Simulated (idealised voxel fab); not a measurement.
The process module presented herein is designated voxel trench capacitor.
Cross-section cut: width 200 nm, square cells of 5 nm.
Just so we're on the same page, the cross-sections are grids of square cells, and they're listed out in bands top to bottom, each band one or more rows deep.
Per band: top height and bottom height in nm, followed by the left-to-right materials and their widths in nm; "everywhere" marks a single material spanning edge to edge, "air" marks empty space.
Beneath 0, the wafer as received is one material, and that level is where height counting begins. The lowest band goes on downward without a bottom; it is written like "top 0, no bottom".
Think of "30->40" as a width that walks from the first number to the second as you go down the band, top row to bottom row, taking equal-sized steps from row to row.
No cell of the cross-section changed in a step that is given as "no change occurred".
"Enclosed void listing" lists enclosed empty spaces (at least 8 cells, no open path upward to the top), each as width x height at distance from the left edge, in nm.
Post-settings text on a step line: simulator's own remark regarding the step.
"overlay nm" answers the question of how far to the right of plan the mask lay on a step that has a mask, and when it is negative the answer is to the left.

[The steps planned for the process are as follows]
1: RECEIVE, material Si
2: CONFORMAL_DEP, material SiN, thk nm 5
3: DIRECTIONAL_DEP, material aC, thk nm 10
4: PATTERN, tone open, mask id TRENCH, material resist, width nm 25, pitch nm 55, thk nm 30, overlay nm 0
5: DIRECTIONAL_ETCH, etch materials aC, depth nm 10
6: STRIP, etch materials resist
7: DIRECTIONAL_ETCH, etch materials SiN, depth nm 5
8: DIRECTIONAL_ETCH, etch materials Si, depth nm 35
9: STRIP, etch materials aC
10: CONFORMAL_DEP, material Al2O3, thk nm 5
11: FILL_DEP, material polySi, thk nm 5
12: CMP, height nm 5

[Here's what the wafer looked like in cross-section when it arrived - that's after step 1]
> top 0, no bottom = Si everywhere
> Enclosed void listing: none

[Looking at the first of two wafers in cross-section at end of module - ran to plan]
> top 5, bottom 0 = 60 nm SiN; 5 nm Al2O3; 15 nm polySi; 5 nm Al2O3; 30 nm SiN; 5 nm Al2O3; 15 nm polySi; 5 nm Al2O3; 60 nm SiN
> top 0, bottom -30 = 60 nm Si; 5 nm Al2O3; 15 nm polySi; 5 nm Al2O3; 30 nm Si; 5 nm Al2O3; 15 nm polySi; 5 nm Al2O3; 60 nm Si
> top -30, bottom -35 = 60 nm Si; 25 nm Al2O3; 30 nm Si; 25 nm Al2O3; 60 nm Si
> top -35, no bottom = Si everywhere
> Enclosed void listing: none

[Same start, same plan as the first wafer - but one mistake in the run. Cross-section of the second of the two at the end of the module]
> top 5, bottom 0 = 60 nm SiN; 5 nm Al2O3; 15 nm polySi; 5 nm Al2O3; 30 nm SiN; 5 nm Al2O3; 15 nm polySi; 5 nm Al2O3; 60 nm SiN
> top 0, bottom -65 = 60 nm Si; 5 nm Al2O3; 15 nm polySi; 5 nm Al2O3; 30 nm Si; 5 nm Al2O3; 15 nm polySi; 5 nm Al2O3; 60 nm Si
> top -65, bottom -70 = 60 nm Si; 25 nm Al2O3; 30 nm Si; 25 nm Al2O3; 60 nm Si
> top -70, no bottom = Si everywhere
> Enclosed void listing: none
Nonconformance to the process plan: twice, step 8 of the plan was run
End of process, cell counts, second wafer against first, materials with more or fewer: 28 more of Al2O3, 70 fewer of Si, 42 more of polySi
